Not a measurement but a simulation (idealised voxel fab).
Process module heading - voxel self aligned contacts
The cross-section shown here is cut; it is 250 nm wide and divided into square cells measuring 5 nm on a side.
Cross-section, as written here: a square-cell grid given band by band from the top down, where a band holds one or more rows of cells. Heads up on the band format: heights come first, top then bottom, in nm. After that it's the materials left to right, each with its width in nm. A single material flagged "everywhere" fills the whole band edge to edge, and "air" means there's empty space there. The reference from which all heights are counted is 0, the level beneath which the as-received wafer is entirely one material; the lowest band, having no lower bound, proceeds downward and is written after the example "0 nm and below". Read "30->40" as a graded width: first number on top, second number at the bottom, same change between each pair of neighbouring rows. A step reported as "remains unaltered" is a step in which no cell of the cross-section changed. "Non-vented voids" lists enclosed empty spaces (at least 8 cells, no open path upward to the top), each as width x height at distance from the left edge, in nm. Heads up: the bit after the settings on a step's line is the simulator's remark on that step. Among the settings permitted on a step's line is "overlay nm"; applied to a step with a mask, it specifies the extent to which the mask lay to the right of its planned position, whereas a negative figure signifies a position to the left.
## List of planned process steps
1 RECEIVE | material Si
2 CONFORMAL_DEP | material SiO2 | thk nm 5
3 DIRECTIONAL_DEP | material polySi | thk nm 30
4 DIRECTIONAL_DEP | material SiN | thk nm 20
5 MASKED_ETCH | tone cover | mask id GATE | width nm 25 | pitch nm 65 | etch materials SiN | depth nm 20 | overlay nm 0
6 MASKED_ETCH | tone cover | mask id GATE | width nm 25 | pitch nm 65 | etch materials polySi | depth nm 30 | overlay nm 0
7 CONFORMAL_DEP | material SiN | thk nm 10
8 DIRECTIONAL_ETCH | etch materials SiN | depth nm 10
9 FILL_DEP | material SiO2 | thk nm 15
10 CMP | height nm 60
11 PATTERN | tone open | mask id CONTACT | material resist | width nm 50 | pitch nm 65 | thk nm 20 | overlay nm 0
12 DIRECTIONAL_ETCH | etch materials SiO2 | depth nm 60
13 STRIP | etch materials resist
14 CONFORMAL_DEP | material TiN | thk nm 5
15 FILL_DEP | material W | thk nm 5
16 CMP | height nm 60
17 CONFORMAL_DEP | material SiN | thk nm 5
## First wafer of two (run as planned)
## The cross-section here shows the wafer as received, i.e. in its state after step 1
    0 nm and below: Si everywhere
    Non-vented voids: none
## Wafer xsec, post step 2
    5 nm to 0 nm: SiO2 everywhere
    Below a height of 0, the structure has not been altered.
## Wafer xsec, post step 3
    35 nm to 5 nm: polySi everywhere
    Below a height of 5, the structure has not been altered.
## Wafer xsec, post step 4
    55 nm to 35 nm: SiN everywhere
    Below a height of 35, the structure has not been altered.
## Wafer xsec, post step 5
    55 nm to 35 nm: air 45, then SiN 25, then air 40, then SiN 25, then air 40, then SiN 25, then air 50
    Below a height of 35, the structure has not been altered.
## Wafer xsec, post step 6
    55 nm to 35 nm: air 45, then SiN 25, then air 40, then SiN 25, then air 40, then SiN 25, then air 50
    35 nm to 5 nm: air 45, then polySi 25, then air 40, then polySi 25, then air 40, then polySi 25, then air 50
    Below a height of 5, the structure has not been altered.
## Wafer xsec, post step 7
    65 nm to 35 nm: air 35, then SiN 45, then air 20, then SiN 45, then air 20, then SiN 45, then air 40
    35 nm to 15 nm: air 35, then SiN 10, then polySi 25, then SiN 10, then air 20, then SiN 10, then polySi 25, then SiN 10, then air 20, then SiN 10, then polySi 25, then SiN 10, then air 40
    15 nm to 5 nm: SiN 45, then polySi 25, then SiN 40, then polySi 25, then SiN 40, then polySi 25, then SiN 50
    Below a height of 5, the structure has not been altered.
## Wafer xsec, post step 8
    55 nm to 35 nm: air 35, then SiN 45, then air 20, then SiN 45, then air 20, then SiN 45, then air 40
    35 nm to 5 nm: air 35, then SiN 10, then polySi 25, then SiN 10, then air 20, then SiN 10, then polySi 25, then SiN 10, then air 20, then SiN 10, then polySi 25, then SiN 10, then air 40
    Below a height of 5, the structure has not been altered.
## Wafer xsec, post step 9
    70 nm to 55 nm: SiO2 everywhere
    55 nm to 35 nm: SiO2 35, then SiN 45, then SiO2 20, then SiN 45, then SiO2 20, then SiN 45, then SiO2 40
    35 nm to 5 nm: SiO2 35, then SiN 10, then polySi 25, then SiN 10, then SiO2 20, then SiN 10, then polySi 25, then SiN 10, then SiO2 20, then SiN 10, then polySi 25, then SiN 10, then SiO2 40
    Below a height of 5, the structure has not been altered.
## Wafer xsec, post step 10
    60 nm to 55 nm: SiO2 everywhere
    Below a height of 55, the structure has not been altered.
## Wafer xsec, post step 11
    80 nm to 60 nm: resist 65, then air 50, then resist 15, then air 50, then resist 70
    Below a height of 60, the structure has not been altered.
## Wafer xsec, post step 12
    80 nm to 60 nm: resist 65, then air 50, then resist 15, then air 50, then resist 70
    60 nm to 55 nm: SiO2 65, then air 50, then SiO2 15, then air 50, then SiO2 70
    55 nm to 35 nm: SiO2 35, then SiN 45, then air 20, then SiN 45, then air 20, then SiN 45, then SiO2 40
    35 nm to 5 nm: SiO2 35, then SiN 10, then polySi 25, then SiN 10, then air 20, then SiN 10, then polySi 25, then SiN 10, then air 20, then SiN 10, then polySi 25, then SiN 10, then SiO2 40
    5 nm to 0 nm: SiO2 80, then air 20, then SiO2 45, then air 20, then SiO2 85
    Below a height of 0, the structure has not been altered.
## Wafer xsec, post step 13
    60 nm to 55 nm: SiO2 65, then air 50, then SiO2 15, then air 50, then SiO2 70
    Below a height of 55, the structure has not been altered.
## Wafer xsec, post step 14
    65 nm to 60 nm: TiN 70, then air 40, then TiN 25, then air 40, then TiN 75
    60 nm to 55 nm: SiO2 65, then TiN 20, then air 10, then TiN 20, then SiO2 15, then TiN 20, then air 10, then TiN 20, then SiO2 70
    55 nm to 35 nm: SiO2 35, then SiN 45, then TiN 5, then air 10, then TiN 5, then SiN 45, then TiN 5, then air 10, then TiN 5, then SiN 45, then SiO2 40
    35 nm to 5 nm: SiO2 35, then SiN 10, then polySi 25, then SiN 10, then TiN 5, then air 10, then TiN 5, then SiN 10, then polySi 25, then SiN 10, then TiN 5, then air 10, then TiN 5, then SiN 10, then polySi 25, then SiN 10, then SiO2 40
    5 nm to 0 nm: SiO2 80, then TiN 20, then SiO2 45, then TiN 20, then SiO2 85
    Below a height of 0, the structure has not been altered.
## Wafer xsec, post step 15
    70 nm to 65 nm: W everywhere
    65 nm to 60 nm: TiN 70, then W 40, then TiN 25, then W 40, then TiN 75
    60 nm to 55 nm: SiO2 65, then TiN 20, then W 10, then TiN 20, then SiO2 15, then TiN 20, then W 10, then TiN 20, then SiO2 70
    55 nm to 35 nm: SiO2 35, then SiN 45, then TiN 5, then W 10, then TiN 5, then SiN 45, then TiN 5, then W 10, then TiN 5, then SiN 45, then SiO2 40
    35 nm to 5 nm: SiO2 35, then SiN 10, then polySi 25, then SiN 10, then TiN 5, then W 10, then TiN 5, then SiN 10, then polySi 25, then SiN 10, then TiN 5, then W 10, then TiN 5, then SiN 10, then polySi 25, then SiN 10, then SiO2 40
    Below a height of 5, the structure has not been altered.
## Wafer xsec, post step 16
    60 nm to 55 nm: SiO2 65, then TiN 20, then W 10, then TiN 20, then SiO2 15, then TiN 20, then W 10, then TiN 20, then SiO2 70
    Below a height of 55, the structure has not been altered.
## Wafer xsec, post step 17
    65 nm to 60 nm: SiN everywhere
    Below a height of 60, the structure has not been altered.
## Wafer two of two - same starting point, same process plan, one mistake in execution; matches wafer one up to and including step 6
## Look at the second wafer in cross-section at the time step 7 ought to have finished
    45 nm to 35 nm: air 45, then SiN 25, then air 40, then SiN 25, then air 40, then SiN 25, then air 50
    Below a height of 35, the structure has not been altered.
## Look at the second wafer in cross-section at the time step 8 ought to have finished
    55 nm to 35 nm: air 35, then SiN 45, then air 20, then SiN 45, then air 20, then SiN 45, then air 40
    35 nm to 15 nm: air 35, then SiN 10, then polySi 25, then SiN 10, then air 20, then SiN 10, then polySi 25, then SiN 10, then air 20, then SiN 10, then polySi 25, then SiN 10, then air 40
    15 nm to 5 nm: SiN 45, then polySi 25, then SiN 40, then polySi 25, then SiN 40, then polySi 25, then SiN 50
    Below a height of 5, the structure has not been altered.
## Look at the second wafer in cross-section at the time step 9 ought to have finished
    70 nm to 55 nm: SiO2 everywhere
    55 nm to 35 nm: SiO2 35, then SiN 45, then SiO2 20, then SiN 45, then SiO2 20, then SiN 45, then SiO2 40
    35 nm to 15 nm: SiO2 35, then SiN 10, then polySi 25, then SiN 10, then SiO2 20, then SiN 10, then polySi 25, then SiN 10, then SiO2 20, then SiN 10, then polySi 25, then SiN 10, then SiO2 40
    Below a height of 15, the structure has not been altered.
## Look at the second wafer in cross-section at the time step 10 ought to have finished
    60 nm to 55 nm: SiO2 everywhere
    Below a height of 55, the structure has not been altered.
## Look at the second wafer in cross-section at the time step 11 ought to have finished
    80 nm to 60 nm: resist 65, then air 50, then resist 15, then air 50, then resist 70
    Below a height of 60, the structure has not been altered.
## Look at the second wafer in cross-section at the time step 12 ought to have finished
    80 nm to 60 nm: resist 65, then air 50, then resist 15, then air 50, then resist 70
    60 nm to 55 nm: SiO2 65, then air 50, then SiO2 15, then air 50, then SiO2 70
    55 nm to 35 nm: SiO2 35, then SiN 45, then air 20, then SiN 45, then air 20, then SiN 45, then SiO2 40
    35 nm to 15 nm: SiO2 35, then SiN 10, then polySi 25, then SiN 10, then air 20, then SiN 10, then polySi 25, then SiN 10, then air 20, then SiN 10, then polySi 25, then SiN 10, then SiO2 40
    Below a height of 15, the structure has not been altered.
## Look at the second wafer in cross-section at the time step 13 ought to have finished
    60 nm to 55 nm: SiO2 65, then air 50, then SiO2 15, then air 50, then SiO2 70
    Below a height of 55, the structure has not been altered.
## Look at the second wafer in cross-section at the time step 14 ought to have finished
    65 nm to 60 nm: TiN 70, then air 40, then TiN 25, then air 40, then TiN 75
    60 nm to 55 nm: SiO2 65, then TiN 20, then air 10, then TiN 20, then SiO2 15, then TiN 20, then air 10, then TiN 20, then SiO2 70
    55 nm to 35 nm: SiO2 35, then SiN 45, then TiN 5, then air 10, then TiN 5, then SiN 45, then TiN 5, then air 10, then TiN 5, then SiN 45, then SiO2 40
    35 nm to 20 nm: SiO2 35, then SiN 10, then polySi 25, then SiN 10, then TiN 5, then air 10, then TiN 5, then SiN 10, then polySi 25, then SiN 10, then TiN 5, then air 10, then TiN 5, then SiN 10, then polySi 25, then SiN 10, then SiO2 40
    20 nm to 15 nm: SiO2 35, then SiN 10, then polySi 25, then SiN 10, then TiN 20, then SiN 10, then polySi 25, then SiN 10, then TiN 20, then SiN 10, then polySi 25, then SiN 10, then SiO2 40
    Below a height of 15, the structure has not been altered.
## Look at the second wafer in cross-section at the time step 15 ought to have finished
    70 nm to 65 nm: W everywhere
    65 nm to 60 nm: TiN 70, then W 40, then TiN 25, then W 40, then TiN 75
    60 nm to 55 nm: SiO2 65, then TiN 20, then W 10, then TiN 20, then SiO2 15, then TiN 20, then W 10, then TiN 20, then SiO2 70
    55 nm to 35 nm: SiO2 35, then SiN 45, then TiN 5, then W 10, then TiN 5, then SiN 45, then TiN 5, then W 10, then TiN 5, then SiN 45, then SiO2 40
    35 nm to 20 nm: SiO2 35, then SiN 10, then polySi 25, then SiN 10, then TiN 5, then W 10, then TiN 5, then SiN 10, then polySi 25, then SiN 10, then TiN 5, then W 10, then TiN 5, then SiN 10, then polySi 25, then SiN 10, then SiO2 40
    Below a height of 20, the structure has not been altered.
## Look at the second wafer in cross-section at the time step 16 ought to have finished
    60 nm to 55 nm: SiO2 65, then TiN 20, then W 10, then TiN 20, then SiO2 15, then TiN 20, then W 10, then TiN 20, then SiO2 70
    Below a height of 55, the structure has not been altered.
## Look at the second wafer in cross-section at the time step 17 ought to have finished
    65 nm to 60 nm: SiN everywhere
    Below a height of 60, the structure has not been altered.
what went wrong: the run placed steps 7 and 8 each in the position the plan gave to the other
Final wafer comparison in cells, second versus first, more or fewer per material: +46 SiN, -22 SiO2, -12 TiN, -12 W
